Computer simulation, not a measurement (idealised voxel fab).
Process module, titled voxel wiring stack
The cross-section on display is named cut; it measures 250 nm wide, and its cells are 5 nm squares.
Cross-sections here: square-cell grids, written as top-down lists of bands, a band being one or more rows of cells. Top, bottom (nm), then materials left to right with widths (nm); lone material tagged "throughout" fills the whole band edge to edge; "blank" = empty space. Note: height 0 marks the level under which the wafer is uniformly one material as received. Lowest band unbounded below, written "0..down". The expression "30..40" gives the width at the extremes of the band, the first number at its top row of cells and the second at its bottom row, with the width changing by equal amounts from each row to the next in between. Step marked "no change occurred"? Then no cell in the cross-section changed in it. Each empty space that has no open way to the top and spans at least 8 cells appears under "Enclosed voids" as width x height at distance, the distance counted from the left edge, all in nm. That trailing text on a step's line, after the settings, is the simulator's own remark on the step. overlay nm: mask right of planned place by this much (step with mask). Neg. = left.

Planned process steps:
1 RECEIVE, material Si
2 CONFORMAL_DEP, material SiO2, thk nm 10
3 CONFORMAL_DEP, material SiN, thk nm 5
4 DIRECTIONAL_DEP, material lowk, thk nm 15
5 PATTERN, tone open, mask id METAL_1, material resist, width nm 20, pitch nm 35, thk nm 20, overlay nm 0
6 DIRECTIONAL_ETCH, etch materials lowk, depth nm 15
7 DIRECTIONAL_ETCH, etch materials SiN, depth nm 5
8 STRIP, etch materials resist
9 CONFORMAL_DEP, material TiN, thk nm 5
10 FILL_DEP, material Ru, thk nm 10
11 CMP, height nm 30
12 EPI, material Ru, thk nm 5
13 FILL_DEP, material SiCN, thk nm 5
14 DIRECTIONAL_DEP, material lowk, thk nm 10
15 DIRECTIONAL_DEP, material aC, thk nm 15
16 PATTERN, tone open, mask id PLUG_1, material resist, width nm 15, pitch nm 70, thk nm 30, overlay nm 0
17 DIRECTIONAL_ETCH, etch materials aC, depth nm 15
18 STRIP, etch materials resist
19 DIRECTIONAL_ETCH, etch materials lowk, depth nm 10
20 DIRECTIONAL_ETCH, etch materials SiCN, depth nm 5
21 STRIP, etch materials aC
22 EPI, material Ru, thk nm 10
23 EPI, material Ru, thk nm 5
24 DIRECTIONAL_DEP, material TiN, thk nm 5
25 DIRECTIONAL_DEP, material W, thk nm 15
26 MASKED_ETCH, tone cover, mask id METAL_2, width nm 20, pitch nm 35, etch materials W, depth nm 15, overlay nm 0
27 MASKED_ETCH, tone cover, mask id METAL_2, width nm 20, pitch nm 35, etch materials TiN, depth nm 5, overlay nm 0
28 CONFORMAL_DEP, material SiCN, thk nm 5
29 FILL_DEP, material lowk, thk nm 10
30 CMP, height nm 70
31 CONFORMAL_DEP, material SiCN, thk nm 5
32 DIRECTIONAL_DEP, material lowk, thk nm 15
33 PATTERN, tone open, mask id PLUG_2, material resist, width nm 15, pitch nm 35, thk nm 20, overlay nm 0
34 DIRECTIONAL_ETCH, etch materials lowk, depth nm 15
35 DIRECTIONAL_ETCH, etch materials SiCN, depth nm 5
36 STRIP, etch materials resist
37 CONFORMAL_DEP, material TiN, thk nm 5
38 FILL_DEP, material Ru, thk nm 10
39 CMP, height nm 90
40 DIRECTIONAL_DEP, material TiN, thk nm 5
41 DIRECTIONAL_DEP, material W, thk nm 25
42 PATTERN, tone cover, mask id METAL_3, material resist, width nm 20, pitch nm 35, thk nm 20, overlay nm 0
43 DIRECTIONAL_ETCH, etch materials W, depth nm 25
44 DIRECTIONAL_ETCH, etch materials TiN, depth nm 5
45 STRIP, etch materials resist
46 FILL_DEP, material SiO2, thk nm 10
47 CMP, height nm 120
48 CONFORMAL_DEP, material SiCN, thk nm 5

As-received state of the wafer in cross-section, equivalent to post-step 1:
> 0..down  Si throughout
> Enclosed voids: none

Final wafer profile in cross-section after the module, from the same start and plan as above, with one mistake made during processing:
> 125..120  SiCN throughout
> 120..95  SiO2 60; W 20; SiO2 15; W 20; SiO2 15; W 20; SiO2 15; W 20; SiO2 65
> 95..90  SiO2 60; TiN 20; SiO2 15; TiN 20; SiO2 15; TiN 20; SiO2 15; TiN 20; SiO2 65
> 90..75  lowk 60; TiN 5; Ru 5; TiN 5; lowk 20; TiN 5; Ru 5; TiN 5; lowk 20; TiN 5; Ru 5; TiN 5; lowk 20; TiN 5; Ru 5; TiN 5; lowk 70
> 75..70  SiCN 60; TiN 15; SiCN 20; TiN 15; SiCN 20; TiN 15; SiCN 20; TiN 15; SiCN 70
> 70..65  lowk 55; SiCN 5; W 20; SiCN 5; lowk 5; SiCN 5; W 20; SiCN 5; lowk 5; SiCN 5; W 20; SiCN 5; lowk 5; SiCN 5; W 20; SiCN 5; lowk 60
> 65..60  lowk 45; SiCN 15; TiN 20; SiCN 15; W 20; SiCN 15; TiN 20; SiCN 15; W 20; SiCN 5; lowk 60
> 60..55  lowk 45; SiCN 5; Ru 35; SiCN 10; W 20; SiCN 5; Ru 35; SiCN 10; W 20; SiCN 5; lowk 60
> 55..50  SiCN 50; Ru 35; SiCN 10; TiN 20; SiCN 5; Ru 35; SiCN 10; TiN 20; SiCN 65
> 50..40  lowk 60; Ru 15; lowk 55; Ru 15; lowk 105
> 40..35  SiCN 60; Ru 15; SiCN 55; Ru 15; SiCN 105
> 35..30  SiCN 55; Ru 30; SiCN 5; Ru 30; SiCN 5; Ru 30; SiCN 5; Ru 30; SiCN 60
> 30..15  lowk 60; TiN 5; Ru 10; TiN 5; lowk 15; TiN 5; Ru 10; TiN 5; lowk 15; TiN 5; Ru 10; TiN 5; lowk 15; TiN 5; Ru 10; TiN 5; lowk 65
> 15..10  SiN 60; TiN 20; SiN 15; TiN 20; SiN 15; TiN 20; SiN 15; TiN 20; SiN 65
> 10..0  SiO2 throughout
> 0..down  Si throughout
> Enclosed voids: none
What was done differently from what was planned? step 22 of the plan was executed twice over
